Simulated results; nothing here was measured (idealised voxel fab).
process module | voxel air gaps
cross-section cut | 165 nm wide | cells 5 nm
A cross-section is a grid of square cells, given in bands from the top down. A band is one or more rows of cells.
Each band's line starts with the height of the band's top and of its bottom, in nm. Then come its materials from left to right, each with its width in nm. One material with "throughout" fills the band from edge to edge. "air" is empty space.
Height 0 is the level under which the wafer as received is all one material. The lowest band goes on downwards, as in "0 down".
A width such as "30 to 40" changes by the same amount from each row of cells to the next, from the band's top row to its bottom row.
"no change" after a step means that no cell of the cross-section changed.
closed voids: empty space of 8 cells or more with no open way to the top, each as width x height at its distance from the left edge, in nm
after a step's settings: what the simulator itself notes on the step
overlay nm, on a step with a mask: how far to the right of its planned place the mask lay; to the left if negative
plan
1 op RECEIVE | material Si
2 op CONFORMAL_DEP | material SiO2 | thk nm 10
3 op CONFORMAL_DEP | material SiN | thk nm 5
4 op DIRECTIONAL_DEP | material lowk | thk nm 35
5 op PATTERN | tone open | mask id LINES | material resist | width nm 15 | pitch nm 40 | thk nm 15 | overlay nm 0
6 op DIRECTIONAL_ETCH | etch materials lowk | depth nm 35
7 op STRIP | etch materials resist
8 op CONFORMAL_DEP | material TiN | thk nm 5
9 op FILL_DEP | material W | thk nm 5
10 op CMP | height nm 50
11 op EPI | material Ru | thk nm 10
12 op SELECTIVE_ETCH | etch materials lowk | depth nm 45
13 op CONFORMAL_DEP | material SiCN | thk nm 5
varied across the wafers: thk nm of step 13. The plan shows the first wafer's value. All wafers start alike
first wafer as received, after step 1
  0 down: Si throughout
  closed voids: none
first wafer at the end, after step 13
  65 to 60: air 20 | SiCN 125 | air 20
  60 to 50: air 20 | SiCN 5 | Ru 35 | SiCN 5 | Ru 35 | SiCN 5 | Ru 35 | SiCN 5 | air 20
  50 to 45: air 20 | SiCN 15 | TiN 5 | W 5 | TiN 5 | SiCN 25 | TiN 5 | W 5 | TiN 5 | SiCN 25 | TiN 5 | W 5 | TiN 5 | SiCN 15 | air 20
  45 to 20: air 30 | SiCN 5 | TiN 5 | W 5 | TiN 5 | SiCN 5 | air 15 | SiCN 5 | TiN 5 | W 5 | TiN 5 | SiCN 5 | air 15 | SiCN 5 | TiN 5 | W 5 | TiN 5 | SiCN 5 | air 30
  20 to 15: SiCN 35 | TiN 15 | SiCN 25 | TiN 15 | SiCN 25 | TiN 15 | SiCN 35
  15 to 10: SiN throughout
  10 to 0: SiO2 throughout
  0 down: Si throughout
  closed voids: 15 x 25 at 55; 15 x 25 at 95
last wafer at the end
  80 to 60: air 5 | SiCN 155 | air 5
  60 to 50: air 5 | SiCN 20 | Ru 35 | SiCN 5 | Ru 35 | SiCN 5 | Ru 35 | SiCN 20 | air 5
  50 to 45: air 5 | SiCN 30 | TiN 5 | W 5 | TiN 5 | SiCN 25 | TiN 5 | W 5 | TiN 5 | SiCN 25 | TiN 5 | W 5 | TiN 5 | SiCN 30 | air 5
  45 to 35: air 5 | SiCN 30 | TiN 5 | W 5 | TiN 5 | SiCN 5 | air 15 | SiCN 5 | TiN 5 | W 5 | TiN 5 | SiCN 5 | air 15 | SiCN 5 | TiN 5 | W 5 | TiN 5 | SiCN 30 | air 5
  35 to 20: SiCN 35 | TiN 5 | W 5 | TiN 5 | SiCN 5 | air 15 | SiCN 5 | TiN 5 | W 5 | TiN 5 | SiCN 5 | air 15 | SiCN 5 | TiN 5 | W 5 | TiN 5 | SiCN 35
  20 to 15: SiCN 35 | TiN 15 | SiCN 25 | TiN 15 | SiCN 25 | TiN 15 | SiCN 35
  15 to 10: SiN throughout
  10 to 0: SiO2 throughout
  0 down: Si throughout
  closed voids: 15 x 25 at 55; 15 x 25 at 95
each wafer at the end: cells of each material gained (+) or lost (-) since it was received, then its closed voids
thk nm 5 | +42 Ru | +103 SiCN | +33 SiN | +66 SiO2 | +45 TiN | +18 W | closed voids: 15 x 25 at 55; 15 x 25 at 95
thk nm 10 | +42 Ru | +162 SiCN | +33 SiN | +66 SiO2 | +45 TiN | +18 W | closed voids: 15 x 25 at 55; 15 x 25 at 95
thk nm 15 | +42 Ru | +221 SiCN | +33 SiN | +66 SiO2 | +45 TiN | +18 W | closed voids: 15 x 25 at 55; 15 x 25 at 95
thk nm 20 | +42 Ru | +276 SiCN | +33 SiN | +66 SiO2 | +45 TiN | +18 W | closed voids: 15 x 25 at 55; 15 x 25 at 95
